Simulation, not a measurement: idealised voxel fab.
Process module name: voxel local oxidation
The width of the displayed cross-section, cut, is 290 nm; its cells are square, with a size of 5 nm.
We lay out every cross-section as a grid of square cells and spell it out in bands from the top down, where one band means one or more rows of cells.
Top, bottom (nm), then materials left to right with widths (nm); lone material tagged "everywhere" fills the whole band edge to edge; "air" = empty space.
Height datum 0, below which the as-received substrate wafer is one material. Lowest band open at the bottom, running downward: "0 -> down".
When a width is written as two numbers, as in "30->40", the first number is the width in the top row of cells of the band and the second is the width in its bottom row, and the width changes by the same amount from each row to the next.
Where the words "no modification" appear for a step, the cross-section shows no cell changed by that step; every cell remained as before.
Entry "Enclosed voids" = empty spaces >= 8 cells with no open way to the top; each as width x height at distance, distance from left edge, all nm.
Anything after a step's settings on that line? It's the simulator's own note about the step.
"overlay nm", when on a step's line for a step with a mask, measures how far to the right of its planned place the mask lay; a negative measure means to the left.
The following list gives the planned process steps:
1 RECEIVE [material Si]
2 CONFORMAL_DEP [material SiO2] [thk nm 5]
3 CONFORMAL_DEP [material SiN] [thk nm 15]
4 MASKED_ETCH [tone cover] [mask id ACTIVE] [width nm 90] [pitch nm 130] [etch materials SiN] [depth nm 15] [overlay nm 0]
5 SELECTIVE_ETCH [etch materials SiO2] [depth nm 5]
6 OXIDIZE [depth nm 15]
7 STRIP [etch materials SiN]
As received, after step 1:
    0 -> down  Si everywhere
    Enclosed voids: none
Post-module cross-section: identical start and plan to those above, one misstep in execution:
    15 -> 0  SiO2 everywhere
    0 -> down  Si everywhere
    Enclosed voids: none
what went wrong: step 3 went in with a setting other than planned; the actual run was CONFORMAL_DEP [material SiO2] [thk nm 15]
